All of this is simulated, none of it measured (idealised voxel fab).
Documented hereafter: the process module known as voxel self aligned vias.
The figure presents cross-section cut, which has a width of 300 nm and is divided into square cells with an edge length of 5 nm.
Cross-section format: a grid of square cells, given as bands from top to bottom; each band is one or more rows of cells. For a band, the entry starts with two heights in nm, that of the top and then that of the bottom, and carries on with the band's materials in order from left to right, each alongside its width in nm; the word "edge to edge" beside a single material means it fills the band edge to edge, and "blank" means empty space. Basically, 0 is our baseline, since under it the wafer straight out of the box is all one material. The bottom band has no lower end and keeps on going down, so it looks like "0 nm and below". You'd read "30..40" like this: the band's top row of cells is as wide as the first number, its bottom row is as wide as the second, and going down, every row changes width by the same amount as the row before did. It should be understood that the words "stayed the same", when stated for a given step, signify that the cross-section underwent no change in any of its cells during that step. Empty spaces counting at least 8 cells and having no open way to the top are listed in "Closed void entries". The notation width x height at distance is used for each, the distance being from the left edge and all three values in nm. Whatever follows a step's settings on its line is a remark the simulator itself makes about that step. The line of a step may include "overlay nm". On a step with a mask, this value is how far to the right of its planned place the mask lay. A negative value means the mask lay to the left.
### Planned process steps
step 1: RECEIVE [material Si]
step 2: CONFORMAL_DEP [material SiO2] [thk nm 10]
step 3: CONFORMAL_DEP [material SiCN] [thk nm 5]
step 4: DIRECTIONAL_DEP [material SiO2] [thk nm 20]
step 5: MASKED_ETCH [tone open] [mask id LINES] [width nm 30] [pitch nm 70] [etch materials SiO2] [depth nm 20] [overlay nm 0]
step 6: CONFORMAL_DEP [material TiN] [thk nm 5]
step 7: FILL_DEP [material Ru] [thk nm 10]
step 8: CMP [height nm 35]
step 9: SELECTIVE_ETCH [etch materials W Ru TiN] [depth nm 5]
step 10: FILL_DEP [material SiN] [thk nm 10]
step 11: CMP [height nm 35]
step 12: DIRECTIONAL_DEP [material SiO2] [thk nm 15]
step 13: MASKED_ETCH [tone open] [mask id VIAS] [width nm 50] [etch materials SiO2] [depth nm 15] [overlay nm 0]
step 14: MASKED_ETCH [tone open] [mask id VIAS] [width nm 50] [etch materials SiN] [depth nm 5] [overlay nm 0]
step 15: CONFORMAL_DEP [material TiN] [thk nm 5]
step 16: FILL_DEP [material W] [thk nm 5]
step 17: CMP [height nm 50]
step 18: CONFORMAL_DEP [material SiCN] [thk nm 5]
### The first wafer of two, processed as planned
### Shown in cross-section is the wafer as received, that is, as it stands after step 1
	0 nm and below = Si edge to edge
	Closed void entries: none
### The wafer, seen in cross-section, after step 2
	10 nm to 0 nm = SiO2 edge to edge
	Below a height of 0, the structure has not been altered.
### The wafer, seen in cross-section, after step 3
	15 nm to 10 nm = SiCN edge to edge
	Below a height of 10, the structure has not been altered.
### The wafer, seen in cross-section, after step 4
	35 nm to 15 nm = SiO2 edge to edge
	Below a height of 15, the structure has not been altered.
### The wafer, seen in cross-section, after step 5
	35 nm to 15 nm = 100 SiO2, 30 blank, 40 SiO2, 30 blank, 100 SiO2
	Below a height of 15, the structure has not been altered.
### The wafer, seen in cross-section, after step 6
	40 nm to 35 nm = 105 TiN, 20 blank, 50 TiN, 20 blank, 105 TiN
	35 nm to 20 nm = 100 SiO2, 5 TiN, 20 blank, 5 TiN, 40 SiO2, 5 TiN, 20 blank, 5 TiN, 100 SiO2
	20 nm to 15 nm = 100 SiO2, 30 TiN, 40 SiO2, 30 TiN, 100 SiO2
	Below a height of 15, the structure has not been altered.
### The wafer, seen in cross-section, after step 7
	50 nm to 40 nm = Ru edge to edge
	40 nm to 35 nm = 105 TiN, 20 Ru, 50 TiN, 20 Ru, 105 TiN
	35 nm to 20 nm = 100 SiO2, 5 TiN, 20 Ru, 5 TiN, 40 SiO2, 5 TiN, 20 Ru, 5 TiN, 100 SiO2
	Below a height of 20, the structure has not been altered.
### The wafer, seen in cross-section, after step 8
	35 nm to 20 nm = 100 SiO2, 5 TiN, 20 Ru, 5 TiN, 40 SiO2, 5 TiN, 20 Ru, 5 TiN, 100 SiO2
	Below a height of 20, the structure has not been altered.
### The wafer, seen in cross-section, after step 9
	35 nm to 30 nm = 100 SiO2, 30 blank, 40 SiO2, 30 blank, 100 SiO2
	Below a height of 30, the structure has not been altered.
### The wafer, seen in cross-section, after step 10
	45 nm to 35 nm = SiN edge to edge
	35 nm to 30 nm = 100 SiO2, 30 SiN, 40 SiO2, 30 SiN, 100 SiO2
	Below a height of 30, the structure has not been altered.
### The wafer, seen in cross-section, after step 11
	35 nm to 30 nm = 100 SiO2, 30 SiN, 40 SiO2, 30 SiN, 100 SiO2
	Below a height of 30, the structure has not been altered.
### The wafer, seen in cross-section, after step 12
	50 nm to 35 nm = SiO2 edge to edge
	Below a height of 35, the structure has not been altered.
### The wafer, seen in cross-section, after step 13
	50 nm to 35 nm = 90 SiO2, 50 blank, 160 SiO2
	Below a height of 35, the structure has not been altered.
### The wafer, seen in cross-section, after step 14
	50 nm to 35 nm = 90 SiO2, 50 blank, 160 SiO2
	35 nm to 30 nm = 100 SiO2, 30 blank, 40 SiO2, 30 SiN, 100 SiO2
	Below a height of 30, the structure has not been altered.
### The wafer, seen in cross-section, after step 15
	55 nm to 50 nm = 95 TiN, 40 blank, 165 TiN
	50 nm to 40 nm = 90 SiO2, 5 TiN, 40 blank, 5 TiN, 160 SiO2
	40 nm to 35 nm = 90 SiO2, 15 TiN, 20 blank, 15 TiN, 160 SiO2
	35 nm to 30 nm = 100 SiO2, 30 TiN, 40 SiO2, 30 SiN, 100 SiO2
	Below a height of 30, the structure has not been altered.
### The wafer, seen in cross-section, after step 16
	60 nm to 55 nm = W edge to edge
	55 nm to 50 nm = 95 TiN, 40 W, 165 TiN
	50 nm to 40 nm = 90 SiO2, 5 TiN, 40 W, 5 TiN, 160 SiO2
	40 nm to 35 nm = 90 SiO2, 15 TiN, 20 W, 15 TiN, 160 SiO2
	Below a height of 35, the structure has not been altered.
### The wafer, seen in cross-section, after step 17
	50 nm to 40 nm = 90 SiO2, 5 TiN, 40 W, 5 TiN, 160 SiO2
	Below a height of 40, the structure has not been altered.
### The wafer, seen in cross-section, after step 18
	55 nm to 50 nm = SiCN edge to edge
	Below a height of 50, the structure has not been altered.
### For the second wafer, take the first wafer's start and plan, then add one mistake made in running it; everything through step 11, that step included, is shared with the first
### Cross-section: second wafer, time at which step 12 was scheduled to end
	50 nm to 35 nm = W edge to edge
	Below a height of 35, the structure has not been altered.
Cross-section: second wafer, time at which step 13 was scheduled to end: stayed the same
Cross-section: second wafer, time at which step 14 was scheduled to end: stayed the same
### Cross-section: second wafer, time at which step 15 was scheduled to end
	55 nm to 50 nm = TiN edge to edge
	Below a height of 50, the structure has not been altered.
### Cross-section: second wafer, time at which step 16 was scheduled to end
	60 nm to 55 nm = W edge to edge
	Below a height of 55, the structure has not been altered.
### Cross-section: second wafer, time at which step 17 was scheduled to end
	50 nm to 35 nm = W edge to edge
	Below a height of 35, the structure has not been altered.
### Cross-section: second wafer, time at which step 18 was scheduled to end
	55 nm to 50 nm = SiCN edge to edge
	Below a height of 50, the structure has not been altered.
In executing the process, a mistake was made relative to the plan: step 12 was processed under conditions differing from the plan, specifically as DIRECTIONAL_DEP [material W] [thk nm 15]
End check, counted in cells, second wafer has more or fewer of these materials than the first: 6 more of SiN, 150 fewer of SiO2, 16 fewer of TiN, 160 more of W
